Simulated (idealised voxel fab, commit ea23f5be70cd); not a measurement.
The process module presented herein is designated voxel gate over fins.
cross-section cut | 190 nm wide | cells 5 nm
Each cross-section below is a grid of square cells, stated as bands in top-down order, with one or more rows of cells making up each band. Top, bottom (nm), then materials left to right with widths (nm); lone material tagged "everywhere" fills the whole band edge to edge; "empty" = empty space. It should be noted that heights are counted from 0, beneath which the wafer as supplied is of one material throughout, and that the lowest band possesses no lower boundary but continues downward, as written in "from 0 down". Per-row width for "30..40": begins at first number (top row of band), ends at second number (bottom row), increment between rows held constant. When a step is marked "nothing got changed", none of the cells in the cross-section changed during that step. Each empty space that has no open way to the top and spans at least 8 cells appears under "Closed-off voids" as width x height at distance, the distance counted from the left edge, all in nm. Heads up: the bit after the settings on a step's line is the simulator's remark on that step. Regarding "overlay nm": on a step with a mask, it is the distance the mask lay to the right of its planned place; a negative value places it to the left.
### plan
1 RECEIVE [material Si]
2 CONFORMAL_DEP [material SiN] [thk nm 5]
3 DIRECTIONAL_DEP [material aC] [thk nm 15]
4 PATTERN [tone cover] [mask id FINS] [material resist] [width nm 15] [pitch nm 40] [thk nm 30] [overlay nm 0]
5 DIRECTIONAL_ETCH [etch materials aC] [depth nm 15]
6 STRIP [etch materials resist]
7 DIRECTIONAL_ETCH [etch materials SiN] [depth nm 5]
8 DIRECTIONAL_ETCH [etch materials Si] [depth nm 35]
9 STRIP [etch materials aC]
10 FILL_DEP [material SiO2] [thk nm 15]
11 CMP [height nm 5]
12 SELECTIVE_ETCH [etch materials SiO2] [depth nm 15]
13 STRIP [etch materials SiN]
14 CONFORMAL_DEP [material HfO2] [thk nm 5]
15 CONFORMAL_DEP [material TiN] [thk nm 5]
16 FILL_DEP [material W] [thk nm 15]
17 CMP [height nm 20]
18 CONFORMAL_DEP [material SiN] [thk nm 10]
Variable across wafers: step 4 width nm (plan value is that of the first wafer; starting state common to all).
### Step 1 complete: as-received cross-section of the first of several wafers
- from 0 down | Si everywhere
- Closed-off voids: none
### Quick look at the cross-section of the first of several wafers after step 18, which wraps up the module
- from 30 to 20 | SiN everywhere
- from 20 to 10 | W everywhere
- from 10 to 5 | 55 of W, 35 of TiN, 5 of W, 35 of TiN, 60 of W
- from 5 to 0 | 55 of W, 5 of TiN, 25 of HfO2, 5 of TiN, 5 of W, 5 of TiN, 25 of HfO2, 5 of TiN, 60 of W
- from 0 to -5 | 60 of TiN, 5 of HfO2, 15 of Si, 5 of HfO2, 15 of TiN, 5 of HfO2, 15 of Si, 5 of HfO2, 65 of TiN
- from -5 to -10 | 65 of HfO2, 15 of Si, 25 of HfO2, 15 of Si, 70 of HfO2
- from -10 to -35 | 65 of SiO2, 15 of Si, 25 of SiO2, 15 of Si, 70 of SiO2
- from -35 down | Si everywhere
- Closed-off voids: none
### At the end of the module, the last of several wafers in cross-section
- from 30 to 20 | SiN everywhere
- from 20 to 10 | W everywhere
- from 10 to 5 | 50 of W, 85 of TiN, 55 of W
- from 5 to 0 | 50 of W, 5 of TiN, 35 of HfO2, 5 of TiN, 35 of HfO2, 5 of TiN, 55 of W
- from 0 to -5 | 55 of TiN, 5 of HfO2, 25 of Si, 5 of HfO2, 5 of TiN, 5 of HfO2, 25 of Si, 5 of HfO2, 60 of TiN
- from -5 to -10 | 60 of HfO2, 25 of Si, 15 of HfO2, 25 of Si, 65 of HfO2
- from -10 to -35 | 60 of SiO2, 25 of Si, 15 of SiO2, 25 of Si, 65 of SiO2
- from -35 down | Si everywhere
- Closed-off voids: none
### Gained (+) or lost (-) cells of each material since receipt, then closed voids: one row per wafer, at the end of the module
width nm 15 | +46 HfO2 | -224 Si | +76 SiN | +160 SiO2 | +46 TiN | +124 W | Closed-off voids: none
width nm 20 | +46 HfO2 | -210 Si | +76 SiN | +150 SiO2 | +46 TiN | +120 W | Closed-off voids: none
width nm 25 | +46 HfO2 | -196 Si | +76 SiN | +140 SiO2 | +44 TiN | +118 W | Closed-off voids: none
